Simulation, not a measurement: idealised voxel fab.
The document below concerns the process module designated voxel transistor to metal.
It is cross-section cut that appears here, measuring 300 nm in width, its square cells being 5 nm in size.
Cross-section layout: square cells on a grid; listed as bands, top to bottom; a band spans one or more cell rows. The band entry comprises the height of the band's top followed by the height of its bottom, expressed in nm, and subsequently the band's materials from left to right, each stated together with its width in nm. Where a single material is marked with the word "full width", that material fills the band from edge to edge. The word "air" represents empty space. Measure heights from 0. That's the level where, below it, the as-received wafer is all one material. The lowest band is bottomless and extends downward; write it as in "z 0 and below". Width "30->40": first value at the band's top row of cells, second value at its bottom row, equal change from row to row. "remained unchanged" means the step left every cell of the cross-section as it was. If an empty space has no open way to the top and is at least 8 cells in size, "closed voids" lists it, written width x height at distance, where distance is measured from the left edge and every value is in nm. Formally, on a step line, whatever follows the settings is a remark that the simulator itself makes on the step. overlay nm: where the mask lay relative to plan, measured to the right, on steps with a mask; negatives go left.

## Below is the list of planned process steps
step 1: op RECEIVE | material Si
step 2: op CONFORMAL_DEP | material SiO2 | thk nm 5
step 3: op CONFORMAL_DEP | material SiN | thk nm 10
step 4: op DIRECTIONAL_DEP | material aC | thk nm 15
step 5: op PATTERN | tone cover | mask id ACTIVE | material resist | width nm 95 | pitch nm 125 | thk nm 30 | overlay nm 0
step 6: op DIRECTIONAL_ETCH | etch materials aC | depth nm 15
step 7: op STRIP | etch materials resist
step 8: op DIRECTIONAL_ETCH | etch materials SiN | depth nm 10
step 9: op DIRECTIONAL_ETCH | etch materials SiO2 | depth nm 5
step 10: op DIRECTIONAL_ETCH | etch materials Si | depth nm 20
step 11: op STRIP | etch materials aC
step 12: op FILL_DEP | material SiO2 | thk nm 10
step 13: op CMP | height nm 15
step 14: op SELECTIVE_ETCH | etch materials SiO2 | depth nm 5
step 15: op STRIP | etch materials SiN
step 16: op SELECTIVE_ETCH | etch materials SiO2 | depth nm 5
step 17: op OXIDIZE | depth nm 5
step 18: op DIRECTIONAL_DEP | material polySi | thk nm 25
step 19: op DIRECTIONAL_DEP | material SiCN | thk nm 15
step 20: op DIRECTIONAL_DEP | material aC | thk nm 10
step 21: op PATTERN | tone cover | mask id GATE | material resist | width nm 15 | pitch nm 125 | thk nm 25 | overlay nm 0
step 22: op DIRECTIONAL_ETCH | etch materials aC | depth nm 10
step 23: op STRIP | etch materials resist
step 24: op DIRECTIONAL_ETCH | etch materials SiCN | depth nm 25
step 25: op DIRECTIONAL_ETCH | etch materials polySi | depth nm 35
step 26: op STRIP | etch materials aC
step 27: op CONFORMAL_DEP | material SiN | thk nm 5
step 28: op DIRECTIONAL_ETCH | etch materials SiN | depth nm 5
step 29: op DIRECTIONAL_ETCH | etch materials SiO2 | depth nm 5
step 30: op EPI | material nSi | thk nm 5
step 31: op FILL_DEP | material SiO2 | thk nm 10
step 32: op CMP | height nm 40
step 33: op DIRECTIONAL_DEP | material SiO2 | thk nm 15
step 34: op DIRECTIONAL_DEP | material aC | thk nm 15
step 35: op PATTERN | tone open | mask id CONTACT | material resist | width nm 15 | thk nm 35 | overlay nm 0
step 36: op DIRECTIONAL_ETCH | etch materials aC | depth nm 15
step 37: op STRIP | etch materials resist
step 38: op DIRECTIONAL_ETCH | etch materials SiO2 | depth nm 55
step 39: op STRIP | etch materials aC
step 40: op CONFORMAL_DEP | material TiN | thk nm 5
step 41: op FILL_DEP | material W | thk nm 5
step 42: op CMP | height nm 55
step 43: op DIRECTIONAL_DEP | material TiN | thk nm 5
step 44: op DIRECTIONAL_DEP | material W | thk nm 15
step 45: op DIRECTIONAL_DEP | material aC | thk nm 15
step 46: op PATTERN | tone cover | mask id METAL_1 | material resist | width nm 15 | thk nm 30 | overlay nm 0
step 47: op DIRECTIONAL_ETCH | etch materials aC | depth nm 15
step 48: op STRIP | etch materials resist
step 49: op DIRECTIONAL_ETCH | etch materials W | depth nm 15
step 50: op DIRECTIONAL_ETCH | etch materials TiN | depth nm 5
step 51: op STRIP | etch materials aC
step 52: op CONFORMAL_DEP | material SiN | thk nm 5
step 53: op FILL_DEP | material lowk | thk nm 5
step 54: op CMP | height nm 75
step 55: op CONFORMAL_DEP | material SiN | thk nm 5

## As-received state of the wafer in cross-section, equivalent to post-step 1
  z 0 and below = Si full width
  closed voids: none

## First of two wafers: cross-section at end of module, run per plan
  z 80 to 75 = SiN full width
  z 75 to 60 = lowk 45 nm / SiN 5 nm / W 15 nm / SiN 5 nm / lowk 35 nm / SiN 5 nm / W 15 nm / SiN 5 nm / lowk 40 nm / SiN 5 nm / W 15 nm / SiN 5 nm / lowk 35 nm / SiN 5 nm / W 15 nm / SiN 5 nm / lowk 45 nm
  z 60 to 55 = SiN 50 nm / TiN 15 nm / SiN 45 nm / TiN 15 nm / SiN 50 nm / TiN 15 nm / SiN 45 nm / TiN 15 nm / SiN 50 nm
  z 55 to 40 = SiO2 50 nm / TiN 5 nm / W 5 nm / TiN 5 nm / SiO2 45 nm / TiN 5 nm / W 5 nm / TiN 5 nm / SiO2 50 nm / TiN 5 nm / W 5 nm / TiN 5 nm / SiO2 45 nm / TiN 5 nm / W 5 nm / TiN 5 nm / SiO2 50 nm
  z 40 to 25 = SiO2 50 nm / TiN 5 nm / W 5 nm / TiN 5 nm / SiO2 10 nm / SiN 5 nm / SiCN 15 nm / SiN 5 nm / SiO2 10 nm / TiN 5 nm / W 5 nm / TiN 5 nm / SiO2 50 nm / TiN 5 nm / W 5 nm / TiN 5 nm / SiO2 10 nm / SiN 5 nm / SiCN 15 nm / SiN 5 nm / SiO2 10 nm / TiN 5 nm / W 5 nm / TiN 5 nm / SiO2 50 nm
  z 25 to 5 = SiO2 50 nm / TiN 5 nm / W 5 nm / TiN 5 nm / SiO2 10 nm / SiN 5 nm / polySi 15 nm / SiN 5 nm / SiO2 10 nm / TiN 5 nm / W 5 nm / TiN 5 nm / SiO2 50 nm / TiN 5 nm / W 5 nm / TiN 5 nm / SiO2 10 nm / SiN 5 nm / polySi 15 nm / SiN 5 nm / SiO2 10 nm / TiN 5 nm / W 5 nm / TiN 5 nm / SiO2 50 nm
  z 5 to 0 = SiO2 35 nm / SiN 5 nm / SiO2 10 nm / TiN 15 nm / SiO2 10 nm / SiN 5 nm / polySi 15 nm / SiN 5 nm / SiO2 10 nm / TiN 15 nm / SiO2 10 nm / SiN 5 nm / SiO2 20 nm / SiN 5 nm / SiO2 10 nm / TiN 15 nm / SiO2 10 nm / SiN 5 nm / polySi 15 nm / SiN 5 nm / SiO2 10 nm / TiN 15 nm / SiO2 10 nm / SiN 5 nm / SiO2 35 nm
  z 0 to -5 = SiO2 40 nm / nSi 35 nm / SiO2 25 nm / nSi 35 nm / SiO2 30 nm / nSi 35 nm / SiO2 25 nm / nSi 35 nm / SiO2 40 nm
  z -5 to -20 = SiO2 40 nm / Si 95 nm / SiO2 30 nm / Si 95 nm / SiO2 40 nm
  z -20 and below = Si full width
  closed voids: none

## Now the second wafer, cross-sectioned at the end of the module. Nothing different at the start, nothing different in the plan compared with the first, just one mistake when it was actually run
  z 80 to 75 = SiN full width
  z 75 to 60 = lowk 45 nm / SiN 5 nm / W 15 nm / SiN 5 nm / lowk 35 nm / SiN 5 nm / W 15 nm / SiN 5 nm / lowk 40 nm / SiN 5 nm / W 15 nm / SiN 5 nm / lowk 35 nm / SiN 5 nm / W 15 nm / SiN 5 nm / lowk 45 nm
  z 60 to 55 = SiN 50 nm / TiN 15 nm / SiN 45 nm / TiN 15 nm / SiN 50 nm / TiN 15 nm / SiN 45 nm / TiN 15 nm / SiN 50 nm
  z 55 to 40 = SiO2 50 nm / TiN 5 nm / W 5 nm / TiN 5 nm / SiO2 45 nm / TiN 5 nm / W 5 nm / TiN 5 nm / SiO2 50 nm / TiN 5 nm / W 5 nm / TiN 5 nm / SiO2 45 nm / TiN 5 nm / W 5 nm / TiN 5 nm / SiO2 50 nm
  z 40 to 25 = SiO2 50 nm / TiN 5 nm / W 5 nm / TiN 5 nm / SiO2 10 nm / SiN 5 nm / SiCN 15 nm / SiN 5 nm / SiO2 10 nm / TiN 5 nm / W 5 nm / TiN 5 nm / SiO2 50 nm / TiN 5 nm / W 5 nm / TiN 5 nm / SiO2 10 nm / SiN 5 nm / SiCN 15 nm / SiN 5 nm / SiO2 10 nm / TiN 5 nm / W 5 nm / TiN 5 nm / SiO2 50 nm
  z 25 to 5 = SiO2 50 nm / TiN 5 nm / W 5 nm / TiN 5 nm / SiO2 10 nm / SiN 5 nm / polySi 15 nm / SiN 5 nm / SiO2 10 nm / TiN 5 nm / W 5 nm / TiN 5 nm / SiO2 50 nm / TiN 5 nm / W 5 nm / TiN 5 nm / SiO2 10 nm / SiN 5 nm / polySi 15 nm / SiN 5 nm / SiO2 10 nm / TiN 5 nm / W 5 nm / TiN 5 nm / SiO2 50 nm
  z 5 to 0 = SiO2 35 nm / SiN 5 nm / SiO2 10 nm / TiN 15 nm / SiO2 10 nm / SiN 5 nm / polySi 15 nm / SiN 5 nm / SiO2 10 nm / TiN 15 nm / SiO2 10 nm / SiN 5 nm / SiO2 20 nm / SiN 5 nm / SiO2 10 nm / TiN 15 nm / SiO2 10 nm / SiN 5 nm / polySi 15 nm / SiN 5 nm / SiO2 10 nm / TiN 15 nm / SiO2 10 nm / SiN 5 nm / SiO2 35 nm
  z 0 to -5 = SiO2 35 nm / SiN 5 nm / nSi 35 nm / SiO2 25 nm / nSi 35 nm / SiN 5 nm / SiO2 20 nm / SiN 5 nm / nSi 35 nm / SiO2 25 nm / nSi 35 nm / SiN 5 nm / SiO2 35 nm
  z -5 to -10 = SiO2 45 nm / Si 85 nm / SiO2 40 nm / Si 85 nm / SiO2 45 nm
  z -10 to -20 = SiO2 40 nm / Si 95 nm / SiO2 30 nm / Si 95 nm / SiO2 40 nm
  z -20 and below = Si full width
  closed voids: none
What was done differently from what was planned? yeah, step 2 of the plan got skipped, never ran
Final wafer comparison in cells, second versus first, more or fewer per material: 4 fewer of Si, 4 more of SiN
